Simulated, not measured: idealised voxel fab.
process module | voxel local oxidation
cross-section cut | 210 nm wide | cells 5 nm
A cross-section is a grid of square cells, given in bands from the top down. A band is one or more rows of cells.
Each band's line starts with the height of the band's top and of its bottom, in nm. Then come its materials from left to right, each with its width in nm. One material with "throughout" fills the band from edge to edge. "air" is empty space.
Height 0 is the level under which the wafer as received is all one material. The lowest band goes on downwards, as in "0 down".
A width such as "30 to 40" changes by the same amount from each row of cells to the next, from the band's top row to its bottom row.
"no change" after a step means that no cell of the cross-section changed.
closed voids: empty space of 8 cells or more with no open way to the top, each as width x height at its distance from the left edge, in nm
after a step's settings: what the simulator itself notes on the step
overlay nm, on a step with a mask: how far to the right of its planned place the mask lay; to the left if negative
plan
1 op RECEIVE | material Si
2 op OXIDIZE | depth nm 5
3 op CONFORMAL_DEP | material SiN | thk nm 5
4 op MASKED_ETCH | tone cover | mask id ACTIVE | width nm 110 | etch materials SiN | depth nm 15 | overlay nm 0
5 op SELECTIVE_ETCH | etch materials SiO2 | depth nm 5
6 op OXIDIZE | depth nm 15
7 op STRIP | etch materials SiN
varied across the wafers: thk nm of step 3. The plan shows the first wafer's value. All wafers start alike
first wafer as received, after step 1
  0 down: Si throughout
  closed voids: none
each wafer at the end: cells of each material gained (+) or lost (-) since it was received, then its closed voids
thk nm 5 | -126 Si | +104 SiO2 | closed voids: none
thk nm 10 | -126 Si | +104 SiO2 | closed voids: none
thk nm 15 | -126 Si | +104 SiO2 | closed voids: none
thk nm 20 | -42 Si | +42 SiO2 | closed voids: none
thk nm 25 | -42 Si | +42 SiO2 | closed voids: none
thk nm 30 | -42 Si | +42 SiO2 | closed voids: none
